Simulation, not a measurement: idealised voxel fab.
process module | voxel released beams
cross-section cut | 140 nm wide | cells 5 nm
A cross-section is a grid of square cells, given in bands from the top down. A band is one or more rows of cells.
Each band's line starts with the height of the band's top and of its bottom, in nm. Then come its materials from left to right, each with its width in nm. One material with "throughout" fills the band from edge to edge. "air" is empty space.
Height 0 is the level under which the wafer as received is all one material. The lowest band goes on downwards, as in "0 down".
A width such as "30 to 40" changes by the same amount from each row of cells to the next, from the band's top row to its bottom row.
"no change" after a step means that no cell of the cross-section changed.
closed voids: empty space of 8 cells or more with no open way to the top, each as width x height at its distance from the left edge, in nm
after a step's settings: what the simulator itself notes on the step
overlay nm, on a step with a mask: how far to the right of its planned place the mask lay; to the left if negative
plan
1 op RECEIVE | material Si
2 op CONFORMAL_DEP | material Al2O3 | thk nm 10
3 op DIRECTIONAL_DEP | material SiO2 | thk nm 20
4 op DIRECTIONAL_DEP | material aC | thk nm 10
5 op PATTERN | tone open | mask id ANCHOR | material resist | width nm 35 | thk nm 25 | overlay nm 0
6 op DIRECTIONAL_ETCH | etch materials aC | depth nm 10
7 op STRIP | etch materials resist
8 op DIRECTIONAL_ETCH | etch materials SiO2 | depth nm 20
9 op STRIP | etch materials aC
10 op CONFORMAL_DEP | material W | thk nm 15
11 op MASKED_ETCH | tone cover | mask id BEAM | width nm 105 | etch materials W | depth nm 15 | overlay nm 0
12 op STRIP | etch materials SiO2
first wafer, as planned
as received, after step 1
  0 down: Si throughout
  closed voids: none
after step 2
  10 to 0: Al2O3 throughout
  below 0: unchanged
after step 3
  30 to 10: SiO2 throughout
  below 10: unchanged
after step 4
  40 to 30: aC throughout
  below 30: unchanged
after step 5
  65 to 40: resist 20 | air 35 | resist 85
  below 40: unchanged
after step 6
  55 to 40: resist 20 | air 35 | resist 85
  40 to 30: aC 20 | air 35 | aC 85
  below 30: unchanged
after step 7
  40 to 30: aC 20 | air 35 | aC 85
  below 30: unchanged
after step 8
  40 to 30: aC 20 | air 35 | aC 85
  30 to 10: SiO2 20 | air 35 | SiO2 85
  below 10: unchanged
after step 9
  30 to 10: SiO2 20 | air 35 | SiO2 85
  below 10: unchanged
after step 10
  45 to 30: W 35 | air 5 | W 100
  30 to 25: SiO2 20 | W 15 | air 5 | W 15 | SiO2 85
  25 to 10: SiO2 20 | W 35 | SiO2 85
  below 10: unchanged
after step 11
  45 to 30: air 15 | W 20 | air 5 | W 80 | air 20
  below 30: unchanged
after step 12
  45 to 30: air 15 | W 20 | air 5 | W 80 | air 20
  30 to 25: air 20 | W 15 | air 5 | W 15 | air 85
  25 to 10: air 20 | W 35 | air 85
  below 10: unchanged
second wafer: like start, like plan, one mistake. Through step 1 it matches the first wafer
when step 2 should have ended
  20 to 0: SiO2 throughout
  below 0: unchanged
when step 3 should have ended
  30 to 20: Al2O3 throughout
  below 20: unchanged
when step 4 should have ended
  40 to 30: aC throughout
  below 30: unchanged
when step 5 should have ended
  65 to 40: resist 20 | air 35 | resist 85
  below 40: unchanged
when step 6 should have ended
  55 to 40: resist 20 | air 35 | resist 85
  40 to 30: aC 20 | air 35 | aC 85
  below 30: unchanged
when step 7 should have ended
  40 to 30: aC 20 | air 35 | aC 85
  below 30: unchanged
when step 8 should have ended: no change
when step 9 should have ended
  30 to 20: Al2O3 throughout
  below 20: unchanged
when step 10 should have ended
  45 to 30: W throughout
  below 30: unchanged
when step 11 should have ended
  45 to 30: air 15 | W 105 | air 20
  below 30: unchanged
when step 12 should have ended: no change
what went wrong: steps 2 and 3 were swapped
at the end the second wafer has, in cells: 112 more of SiO2 | 24 fewer of W
